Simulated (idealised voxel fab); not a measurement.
The process module presented herein is designated voxel double patterning.
cross-section cut | 170 nm wide | cells 5 nm
Throughout this document, each cross-section is represented as a grid of square cells and is presented as a sequence of bands enumerated from the top downward, where a band comprises one or more rows of cells.
Basically the band line says how high the top is and how high the bottom is, in nm, and then what's in it from left to right, every material with its width in nm. Empty space shows up as "air", and if a single material carries "throughout" it runs the full band edge to edge.
Heights from 0 (as-received wafer is one material below). Bottom band endless downward, as "0..down".
A width such as "30 to 40" changes by the same amount from each row of cells to the next, from the band's top row to its bottom row.
When a step is marked "everything unchanged", none of the cells in the cross-section changed during that step.
Listed in "Closed-off voids": every empty space of 8 or more cells without an open way to the top. Form: width x height at distance, the distance being from the left edge, all in nm.
Read whatever lies past the settings on a step's line as the simulator's own remark about the step.
You can add "overlay nm" to a step's line. For a step with a mask, it describes how far the mask lay to the right of its planned position, and a negative number describes a lay to the left.
The process steps that were planned are listed below
step 1: RECEIVE [material Si]
step 2: CONFORMAL_DEP [material SiO2] [thk nm 5]
step 3: DIRECTIONAL_DEP [material TiN] [thk nm 20]
step 4: DIRECTIONAL_DEP [material SiN] [thk nm 10]
step 5: MASKED_ETCH [tone open] [mask id FIRST] [width nm 15] [pitch nm 50] [etch materials SiN] [depth nm 10] [overlay nm 0]
step 6: DIRECTIONAL_DEP [material aC] [thk nm 10]
step 7: PATTERN [tone open] [mask id SECOND] [material resist] [width nm 15] [thk nm 30] [overlay nm 0]
step 8: DIRECTIONAL_ETCH [etch materials aC] [depth nm 10]
step 9: STRIP [etch materials resist]
step 10: DIRECTIONAL_ETCH [etch materials SiN] [depth nm 10]
step 11: STRIP [etch materials aC]
step 12: DIRECTIONAL_ETCH [etch materials TiN] [depth nm 20]
step 13: STRIP [etch materials SiN]
Received-state cross-section, reflecting completion of step 1
	0..down: Si throughout
	Closed-off voids: none
Cross-section, end of module. Start: as above. Plan: as above. Execution: one mistake
	45..25: 50 of TiN, then 15 of air, then 10 of TiN, then 15 of air, then 10 of TiN, then 15 of air, then 55 of TiN
	25..5: TiN throughout
	5..0: SiO2 throughout
	0..down: Si throughout
	Closed-off voids: none
Finding, execution versus plan: yeah, plan step 3 got run twice
